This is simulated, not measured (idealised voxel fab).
process module | voxel trench capacitor
cross-section cut | 160 nm wide | cells 5 nm
A cross-section is a grid of square cells, given in bands from the top down. A band is one or more rows of cells.
Each band's line starts with the height of the band's top and of its bottom, in nm. Then come its materials from left to right, each with its width in nm. One material with "throughout" fills the band from edge to edge. "air" is empty space.
Height 0 is the level under which the wafer as received is all one material. The lowest band goes on downwards, as in "0 down".
A width such as "30 to 40" changes by the same amount from each row of cells to the next, from the band's top row to its bottom row.
"no change" after a step means that no cell of the cross-section changed.
closed voids: empty space of 8 cells or more with no open way to the top, each as width x height at its distance from the left edge, in nm
after a step's settings: what the simulator itself notes on the step
overlay nm, on a step with a mask: how far to the right of its planned place the mask lay; to the left if negative
plan
1 op RECEIVE | material Si
2 op CONFORMAL_DEP | material SiN | thk nm 5
3 op PATTERN | tone open | mask id TRENCH | material resist | width nm 25 | pitch nm 40 | thk nm 15 | overlay nm 0
4 op DIRECTIONAL_ETCH | etch materials SiN | depth nm 5
5 op DIRECTIONAL_ETCH | etch materials Si | depth nm 25
6 op STRIP | etch materials resist
7 op CONFORMAL_DEP | material Al2O3 | thk nm 5
8 op CONFORMAL_DEP | material TiN | thk nm 5
9 op FILL_DEP | material W | thk nm 5
10 op CMP | height nm 5
as received, after step 1
  0 down: Si throughout
  closed voids: none
a wafer at the end: this start, this plan, one mistake
  5 to 0: SiN 45 | Al2O3 5 | TiN 5 | SiN 5 | TiN 5 | Al2O3 5 | SiN 15 | Al2O3 5 | TiN 5 | SiN 5 | TiN 5 | Al2O3 5 | SiN 50
  0 to -15: Si 45 | Al2O3 5 | TiN 5 | SiN 5 | TiN 5 | Al2O3 5 | Si 15 | Al2O3 5 | TiN 5 | SiN 5 | TiN 5 | Al2O3 5 | Si 50
  -15 to -20: Si 45 | Al2O3 5 | TiN 15 | Al2O3 5 | Si 15 | Al2O3 5 | TiN 15 | Al2O3 5 | Si 50
  -20 to -25: Si 45 | Al2O3 25 | Si 15 | Al2O3 25 | Si 50
  -25 down: Si throughout
  closed voids: none
what went wrong: step 9 ran as: op FILL_DEP | material SiN | thk nm 5
